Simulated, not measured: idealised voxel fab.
The following process module bears the name voxel transistor to metal.
195 nm wide, 5 nm square cells: that's cross-section cut.
Cross-section layout: square cells on a grid; listed as bands, top to bottom; a band spans one or more cell rows.
Top height, bottom height, nm. Materials left to right, width each, nm. Single material + "everywhere" = fills band edge to edge. "blank" = empty.
Height datum 0, below which the as-received substrate wafer is one material. Lowest band open at the bottom, running downward: "0 -> down".
Graded width ("30..40"): value in top row of band = first number; value in bottom row = second number; row-to-row change constant.
Basically "left unchanged" means that step didn't change any cell in the cross-section.
Enclosed voids (no open way to top), threshold 8 cells or more, entry "Trapped voids", notation width x height at distance, distance from left edge, nm.
Heads up: the bit after the settings on a step's line is the simulator's remark on that step.
Steps that use a mask can have "overlay nm" on their line. It says how far the mask sat to the right of where it was meant to be. Negative means to the left.

Process steps - plan:
step 1: RECEIVE: material Si
step 2: CONFORMAL_DEP: material SiO2, thk nm 5
step 3: CONFORMAL_DEP: material SiN, thk nm 10
step 4: MASKED_ETCH: tone cover, mask id ACTIVE, width nm 115, etch materials SiN, depth nm 10, overlay nm 0
step 5: MASKED_ETCH: tone cover, mask id ACTIVE, width nm 115, etch materials SiO2, depth nm 5, overlay nm 0
step 6: MASKED_ETCH: tone cover, mask id ACTIVE, width nm 115, etch materials Si, depth nm 30, overlay nm 0
step 7: FILL_DEP: material SiO2, thk nm 5
step 8: CMP: height nm 15
step 9: SELECTIVE_ETCH: etch materials SiO2, depth nm 5
step 10: STRIP: etch materials SiN
step 11: SELECTIVE_ETCH: etch materials SiO2, depth nm 5
step 12: OXIDIZE: depth nm 5
step 13: DIRECTIONAL_DEP: material polySi, thk nm 20
step 14: DIRECTIONAL_DEP: material SiCN, thk nm 10
step 15: PATTERN: tone cover, mask id GATE, material resist, width nm 25, thk nm 15, overlay nm 0
step 16: DIRECTIONAL_ETCH: etch materials SiCN, depth nm 20
step 17: DIRECTIONAL_ETCH: etch materials polySi, depth nm 30
step 18: STRIP: etch materials resist
step 19: CONFORMAL_DEP: material SiO2, thk nm 5
step 20: DIRECTIONAL_ETCH: etch materials SiO2, depth nm 5
step 21: CONFORMAL_DEP: material SiN, thk nm 10
step 22: DIRECTIONAL_ETCH: etch materials SiN, depth nm 10
step 23: DIRECTIONAL_ETCH: etch materials SiO2, depth nm 5
step 24: DIRECTIONAL_ETCH: etch materials Si, depth nm 15
step 25: EPI: material SiGe, thk nm 15
step 26: FILL_DEP: material SiO2, thk nm 5
step 27: CMP: height nm 20
step 28: STRIP: etch materials polySi
step 29: SELECTIVE_ETCH: etch materials SiO2, depth nm 5
step 30: CONFORMAL_DEP: material HfO2, thk nm 5
step 31: CONFORMAL_DEP: material TiN, thk nm 5
step 32: FILL_DEP: material W, thk nm 10
step 33: CMP: height nm 5
step 34: DIRECTIONAL_DEP: material SiO2, thk nm 15
step 35: MASKED_ETCH: tone open, mask id CONTACT, width nm 15, pitch nm 80, etch materials SiO2, depth nm 20, overlay nm 0
step 36: CONFORMAL_DEP: material TiN, thk nm 5
step 37: FILL_DEP: material W, thk nm 10
step 38: CMP: height nm 30
step 39: CONFORMAL_DEP: material SiCN, thk nm 5
step 40: DIRECTIONAL_DEP: material SiO2, thk nm 25
step 41: MASKED_ETCH: tone open, mask id METAL_1, width nm 15, pitch nm 80, etch materials SiO2, depth nm 25, overlay nm 0
step 42: MASKED_ETCH: tone open, mask id METAL_1, width nm 15, pitch nm 80, etch materials SiCN, depth nm 5, overlay nm 0
step 43: CONFORMAL_DEP: material TiN, thk nm 5
step 44: FILL_DEP: material Cu, thk nm 5
step 45: CMP: height nm 60
step 46: CONFORMAL_DEP: material SiCN, thk nm 5
step 47: DIRECTIONAL_DEP: material lowk, thk nm 25
step 48: MASKED_ETCH: tone open, mask id METAL_2, width nm 15, pitch nm 80, etch materials lowk, depth nm 15, overlay nm 0
step 49: DIRECTIONAL_DEP: material aC, thk nm 10
step 50: PATTERN: tone open, mask id METAL_2_HOLES, material resist, width nm 15, pitch nm 80, thk nm 30, overlay nm 0
step 51: DIRECTIONAL_ETCH: etch materials aC, depth nm 10
step 52: STRIP: etch materials resist
step 53: DIRECTIONAL_ETCH: etch materials lowk, depth nm 10
step 54: DIRECTIONAL_ETCH: etch materials SiCN, depth nm 5
step 55: STRIP: etch materials aC
step 56: CONFORMAL_DEP: material TiN, thk nm 5
step 57: FILL_DEP: material Cu, thk nm 10
step 58: CMP: height nm 90
step 59: CONFORMAL_DEP: material SiN, thk nm 5
Be aware that, although all wafers share a common starting state, the height nm at step 33 differs among them, and the plan displays the first wafer's value.

Cross-section of the first of several wafers on receipt, reflecting completion of step 1:
    0 -> down: Si everywhere
    Trapped voids: none

First wafer of several, cross-section, module end, after step 59 (last):
    95 -> 90: SiN everywhere
    90 -> 65: lowk 50, TiN 5, Cu 5, TiN 5, lowk 65, TiN 5, Cu 5, TiN 5, lowk 50
    65 -> 60: SiCN 50, TiN 15, SiCN 65, TiN 15, SiCN 50
    60 -> 35: SiO2 50, TiN 5, Cu 5, TiN 5, SiO2 65, TiN 5, Cu 5, TiN 5, SiO2 50
    35 -> 30: SiCN 50, TiN 15, SiCN 65, TiN 15, SiCN 50
    30 -> 25: W everywhere
    25 -> 20: TiN 55, W 5, TiN 75, W 5, TiN 55
    20 -> 10: SiO2 50, TiN 5, W 5, TiN 5, SiO2 65, TiN 5, W 5, TiN 5, SiO2 50
    10 -> 5: SiO2 50, TiN 15, SiO2 65, TiN 15, SiO2 50
    5 -> 0: SiO2 40, SiN 10, SiGe 20, SiN 10, HfO2 5, TiN 25, HfO2 5, SiN 10, SiGe 20, SiN 10, SiO2 40
    0 -> -5: SiO2 50, SiGe 20, SiO2 10, HfO2 35, SiO2 10, SiGe 20, SiO2 50
    -5 -> -20: SiO2 40, Si 10, SiGe 20, Si 55, SiGe 20, Si 10, SiO2 40
    -20 -> -30: SiO2 40, Si 115, SiO2 40
    -30 -> down: Si everywhere
    Trapped voids: none

The module's end: a cross-section of the last wafer:
    95 -> 90: SiN everywhere
    90 -> 65: lowk 50, TiN 5, Cu 5, TiN 5, lowk 65, TiN 5, Cu 5, TiN 5, lowk 50
    65 -> 60: SiCN 50, TiN 15, SiCN 65, TiN 15, SiCN 50
    60 -> 35: SiO2 50, TiN 5, Cu 5, TiN 5, SiO2 65, TiN 5, Cu 5, TiN 5, SiO2 50
    35 -> 30: SiCN 50, TiN 15, SiCN 65, TiN 15, SiCN 50
    30 -> 25: W 60, TiN 30, W 15, TiN 30, W 60
    25 -> 20: TiN 65, HfO2 20, TiN 5, W 15, TiN 5, HfO2 20, TiN 65
    20 -> 15: HfO2 70, SiN 10, HfO2 5, TiN 5, W 15, TiN 5, HfO2 5, SiN 10, HfO2 70
    15 -> 10: SiO2 70, SiN 10, HfO2 5, TiN 5, W 15, TiN 5, HfO2 5, SiN 10, SiO2 70
    10 -> 5: SiO2 45, SiGe 25, SiN 10, HfO2 5, TiN 5, W 15, TiN 5, HfO2 5, SiN 10, SiGe 25, SiO2 45
    5 -> 0: SiO2 40, SiN 10, SiGe 20, SiN 10, HfO2 5, TiN 25, HfO2 5, SiN 10, SiGe 20, SiN 10, SiO2 40
    0 -> -5: SiO2 50, SiGe 20, SiO2 10, HfO2 35, SiO2 10, SiGe 20, SiO2 50
    -5 -> -20: SiO2 40, Si 10, SiGe 20, Si 55, SiGe 20, Si 10, SiO2 40
    -20 -> -30: SiO2 40, Si 115, SiO2 40
    -30 -> down: Si everywhere
    Trapped voids: none

Here is how to read the rows: every wafer has a row, and it shows the wafer at the end of the module, giving for each material how many cells were gained (+) or lost (-) since the wafer was received, then listing its closed voids:
height nm 5; +20 Cu; +9 HfO2; -143 Si; +66 SiCN; +40 SiGe; +47 SiN; +384 SiO2; +108 TiN; +45 W; +165 lowk; Trapped voids: none
height nm 10; +20 Cu; +11 HfO2; -143 Si; +66 SiCN; +50 SiGe; +51 SiN; +402 SiO2; +110 TiN; +9 W; +165 lowk; Trapped voids: none
height nm 15; +20 Cu; +13 HfO2; -143 Si; +66 SiCN; +50 SiGe; +55 SiN; +424 SiO2; +79 TiN; +12 W; +165 lowk; Trapped voids: none
height nm 20; +20 Cu; +43 HfO2; -143 Si; +66 SiCN; +50 SiGe; +59 SiN; +397 SiO2; +73 TiN; +11 W; +165 lowk; Trapped voids: none
height nm 25; +20 Cu; +51 HfO2; -143 Si; +66 SiCN; +50 SiGe; +59 SiN; +364 SiO2; +97 TiN; +12 W; +165 lowk; Trapped voids: none
height nm 30; +20 Cu; +51 HfO2; -143 Si; +66 SiCN; +50 SiGe; +59 SiN; +331 SiO2; +103 TiN; +39 W; +165 lowk; Trapped voids: none
